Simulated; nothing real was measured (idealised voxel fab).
process module | voxel capacitor over wiring
cross-section cut | 200 nm wide | cells 5 nm
A cross-section is a grid of square cells, given in bands from the top down. A band is one or more rows of cells.
Each band's line starts with the height of the band's top and of its bottom, in nm. Then come its materials from left to right, each with its width in nm. One material with "throughout" fills the band from edge to edge. "air" is empty space.
Height 0 is the level under which the wafer as received is all one material. The lowest band goes on downwards, as in "0 down".
A width such as "30 to 40" changes by the same amount from each row of cells to the next, from the band's top row to its bottom row.
"no change" after a step means that no cell of the cross-section changed.
closed voids: empty space of 8 cells or more with no open way to the top, each as width x height at its distance from the left edge, in nm
after a step's settings: what the simulator itself notes on the step
overlay nm, on a step with a mask: how far to the right of its planned place the mask lay; to the left if negative
plan
1 op RECEIVE | material Si
2 op CONFORMAL_DEP | material SiO2 | thk nm 15
3 op CONFORMAL_DEP | material SiCN | thk nm 5
4 op DIRECTIONAL_DEP | material lowk | thk nm 20
5 op PATTERN | tone open | mask id METAL_1 | material resist | width nm 20 | pitch nm 70 | thk nm 20 | overlay nm 0
6 op DIRECTIONAL_ETCH | etch materials lowk | depth nm 20
7 op DIRECTIONAL_ETCH | etch materials SiCN | depth nm 5
8 op STRIP | etch materials resist
9 op CONFORMAL_DEP | material TiN | thk nm 5
10 op FILL_DEP | material Cu | thk nm 10
11 op CMP | height nm 40
12 op CONFORMAL_DEP | material SiCN | thk nm 5
13 op DIRECTIONAL_DEP | material lowk | thk nm 10
14 op PATTERN | tone open | mask id PLUG_1 | material resist | width nm 15 | thk nm 15 | overlay nm 0
15 op DIRECTIONAL_ETCH | etch materials lowk | depth nm 10
16 op DIRECTIONAL_ETCH | etch materials SiCN | depth nm 5
17 op STRIP | etch materials resist
18 op EPI | material Ru | thk nm 10
19 op EPI | material Ru | thk nm 5
20 op DIRECTIONAL_DEP | material TiN | thk nm 5
21 op DIRECTIONAL_DEP | material SiN | thk nm 5
22 op DIRECTIONAL_DEP | material TiN | thk nm 5
23 op DIRECTIONAL_DEP | material aC | thk nm 10
24 op PATTERN | tone cover | mask id UPPER_PLATE | material resist | width nm 55 | thk nm 30 | overlay nm 0
25 op DIRECTIONAL_ETCH | etch materials aC | depth nm 10
26 op STRIP | etch materials resist
27 op DIRECTIONAL_ETCH | etch materials TiN | depth nm 5
28 op DIRECTIONAL_ETCH | etch materials SiN | depth nm 5
29 op STRIP | etch materials aC
30 op MASKED_ETCH | tone cover | mask id LOWER_PLATE | width nm 65 | etch materials TiN | depth nm 5 | overlay nm 0
31 op FILL_DEP | material SiO2 | thk nm 15
32 op CMP | height nm 80
33 op PATTERN | tone open | mask id PLUG_2 | material resist | width nm 15 | thk nm 20 | overlay nm 0
34 op DIRECTIONAL_ETCH | etch materials SiO2 | depth nm 10
35 op STRIP | etch materials resist
36 op CONFORMAL_DEP | material TiN | thk nm 5
37 op FILL_DEP | material Cu | thk nm 10
38 op CMP | height nm 80
39 op CONFORMAL_DEP | material SiN | thk nm 5
as received, after step 1
  0 down: Si throughout
  closed voids: none
a wafer at the end: this start, this plan, one mistake
  85 to 80: SiN throughout
  80 to 75: SiO2 70 | TiN 5 | Cu 5 | TiN 5 | SiO2 115
  75 to 65: SiO2 70 to 60 | TiN 15 to 55 | SiO2 115 to 85
  65 to 60: SiO2 60 | SiN 55 | SiO2 85
  60 to 55: SiO2 55 | TiN 65 | SiO2 80
  55 to 45: lowk 60 | Ru 15 | lowk 125
  45 to 40: SiCN 60 | Ru 15 | SiCN 125
  40 to 20: lowk 55 | Ru 5 | Cu 10 | Ru 5 | lowk 50 | Ru 5 | Cu 10 | Ru 5 | lowk 55
  20 to 15: SiCN 55 | Ru 20 | SiCN 50 | Ru 20 | SiCN 55
  15 to 0: SiO2 throughout
  0 down: Si throughout
  closed voids: none
what went wrong: step 9 ran as: op CONFORMAL_DEP | material Ru | thk nm 5
